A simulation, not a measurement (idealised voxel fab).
process module | voxel fin reveal
cross-section cut | 170 nm wide | cells 5 nm
A cross-section is a grid of square cells, given in bands from the top down. A band is one or more rows of cells.
Each band's line starts with the height of the band's top and of its bottom, in nm. Then come its materials from left to right, each with its width in nm. One material with "throughout" fills the band from edge to edge. "air" is empty space.
Height 0 is the level under which the wafer as received is all one material. The lowest band goes on downwards, as in "0 down".
A width such as "30 to 40" changes by the same amount from each row of cells to the next, from the band's top row to its bottom row.
"no change" after a step means that no cell of the cross-section changed.
closed voids: empty space of 8 cells or more with no open way to the top, each as width x height at its distance from the left edge, in nm
after a step's settings: what the simulator itself notes on the step
overlay nm, on a step with a mask: how far to the right of its planned place the mask lay; to the left if negative
plan
1 op RECEIVE | material Si
2 op CONFORMAL_DEP | material SiN | thk nm 5
3 op PATTERN | tone cover | mask id FINS | material resist | width nm 15 | pitch nm 35 | thk nm 15 | overlay nm 0
4 op DIRECTIONAL_ETCH | etch materials SiN | depth nm 5
5 op DIRECTIONAL_ETCH | etch materials Si | depth nm 40
6 op STRIP | etch materials resist
7 op OXIDIZE | depth nm 5
8 op FILL_DEP | material SiO2 | thk nm 5
9 op CMP | height nm 5
10 op SELECTIVE_ETCH | etch materials SiO2 | depth nm 30
11 op STRIP | etch materials SiN
12 op CONFORMAL_DEP | material HfO2 | thk nm 5
as received, after step 1
  0 down: Si throughout
  closed voids: none
first wafer at the end, as planned
  5 to 0: air 40 | HfO2 15 | air 20 | HfO2 15 | air 20 | HfO2 15 | air 45
  0 to -20: air 40 | HfO2 5 | Si 5 | HfO2 5 | air 20 | HfO2 5 | Si 5 | HfO2 5 | air 20 | HfO2 5 | Si 5 | HfO2 5 | air 45
  -20 to -25: HfO2 45 | Si 5 | HfO2 30 | Si 5 | HfO2 30 | Si 5 | HfO2 50
  -25 to -45: SiO2 45 | Si 5 | SiO2 30 | Si 5 | SiO2 30 | Si 5 | SiO2 50
  -45 down: Si throughout
  closed voids: none
second wafer at the end: like start, like plan, one mistake
  5 to 0: HfO2 40 | air 15 | HfO2 20 | air 15 | HfO2 20 | air 15 | HfO2 45
  0 to -20: Si 35 | HfO2 5 | air 15 | HfO2 5 | Si 10 | HfO2 5 | air 15 | HfO2 5 | Si 10 | HfO2 5 | air 15 | HfO2 5 | Si 40
  -20 to -25: Si 35 | HfO2 25 | Si 10 | HfO2 25 | Si 10 | HfO2 25 | Si 40
  -25 to -45: Si 35 | SiO2 25 | Si 10 | SiO2 25 | Si 10 | SiO2 25 | Si 40
  -45 down: Si throughout
  closed voids: none
what went wrong: step 3 ran as: op PATTERN | tone open | mask id FINS | material resist | width nm 15 | pitch nm 35 | thk nm 15 | overlay nm 0
at the end the second wafer has, in cells: 144 more of Si | 64 fewer of SiO2
